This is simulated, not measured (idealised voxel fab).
Process module under the name voxel released beams
Cross-section cut: width 245 nm, square cells of 5 nm.
Cross-section spec: square-cell grid; bands listed top down; each band is one or more rows. A band entry consists of two parts. The first gives the height of the band's top and the height of its bottom, in nm. The rest lists the band's materials from left to right, each with its width in nm. A single material labelled with the word "all across" fills the band from edge to edge, and the word "empty" marks empty space. Heights from 0 (as-received wafer is one material below). Bottom band endless downward, as "from 0 down". Width: "30..40" (first number = top row, second number = bottom row, same change from row to row of cells). Any step labelled "nothing got changed" changed none of the cells in the cross-section. The label "Sealed voids" introduces a list of the empty spaces, 8 cells or larger, that have no open way up to the top; each entry in it reads width x height at distance, where the distance is taken from the left edge and all three are stated in nm. Past the settings on a step's line: simulator remark, on that step. What "overlay nm" on a step's line means: if the step has a mask, that mask lay this far to the right of its planned place, or, when the value is negative, to the left.
-- Below is the list of planned process steps
1,RECEIVE [material Si]
2,CONFORMAL_DEP [material Al2O3] [thk nm 10]
3,DIRECTIONAL_DEP [material SiO2] [thk nm 10]
4,DIRECTIONAL_DEP [material aC] [thk nm 10]
5,PATTERN [tone open] [mask id ANCHOR] [material resist] [width nm 35] [thk nm 25] [overlay nm 0]
6,DIRECTIONAL_ETCH [etch materials aC] [depth nm 10]
7,STRIP [etch materials resist]
8,DIRECTIONAL_ETCH [etch materials SiO2] [depth nm 10]
9,STRIP [etch materials aC]
10,CONFORMAL_DEP [material W] [thk nm 15]
11,DIRECTIONAL_DEP [material aC] [thk nm 15]
12,PATTERN [tone cover] [mask id BEAM] [material resist] [width nm 105] [thk nm 30] [overlay nm 0]
13,DIRECTIONAL_ETCH [etch materials aC] [depth nm 15]
14,STRIP [etch materials resist]
15,DIRECTIONAL_ETCH [etch materials W] [depth nm 15]
16,STRIP [etch materials aC]
17,STRIP [etch materials SiO2]
-- Cross-section of the incoming wafer, state after step 1
- from 0 down: Si all across
- Sealed voids: none
-- Final wafer profile in cross-section after the module, from the same start and plan as above, with one mistake made during processing
- from 15 to 0: empty: 65 | W: 105 | empty: 75
- from 0 down: Si all across
- Sealed voids: none
Nonconformance to the process plan: contrary to plan, step 9 was performed as STRIP [etch materials Al2O3]
